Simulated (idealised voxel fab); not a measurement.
Presented below is a process module, voxel released beams.
Pictured: cross-section cut, 185 nm wide, on a grid of 5 nm square cells.
When this document writes out a cross-section, it uses a grid of square cells and lists it as bands, beginning at the top and moving down, with a band standing for one or more rows of cells.
Basically the band line says how high the top is and how high the bottom is, in nm, and then what's in it from left to right, every material with its width in nm. Empty space shows up as "empty", and if a single material carries "full width" it runs the full band edge to edge.
We count height from 0. Below that, the starting wafer is all one material. The lowest band never ends at the bottom but goes on down; see "z 0 and below" for how that is written.
Width: "30..40" (first number = top row, second number = bottom row, same change from row to row of cells).
"left unchanged" (step): cross-section cells unchanged, all of them.
"Enclosed void catalog": sealed empty spaces, 8 cells or more, no open way to top, listed width x height at distance, with distance from the left edge and width, height and distance in nm.
Formally, on a step line, whatever follows the settings is a remark that the simulator itself makes on the step.
overlay nm: mask offset rightward from planned place, masked step; negative means leftward offset.
**The planned process steps are enumerated hereunder**
step 1: RECEIVE (material Si)
step 2: CONFORMAL_DEP (material SiN; thk nm 5)
step 3: DIRECTIONAL_DEP (material SiO2; thk nm 15)
step 4: MASKED_ETCH (tone open; mask id ANCHOR; width nm 30; etch materials SiO2; depth nm 15; overlay nm 0)
step 5: CONFORMAL_DEP (material TiN; thk nm 10)
step 6: PATTERN (tone cover; mask id BEAM; material resist; width nm 105; thk nm 20; overlay nm 0)
step 7: DIRECTIONAL_ETCH (etch materials TiN; depth nm 10)
step 8: STRIP (etch materials resist)
step 9: STRIP (etch materials SiO2)
**As-received wafer cross-section (after step 1)**
  z 0 and below = Si full width
  Enclosed void catalog: none
**End-of-module cross-section. Starting structure and process plan as above; one mistake made in running it**
  z 30 to 20 = empty 35; TiN 105; empty 45
  z 20 to 15 = SiN full width
  z 15 to 0 = SiO2 full width
  z 0 and below = Si full width
  Enclosed void catalog: none
Processing error: steps 2 and 3 were swapped
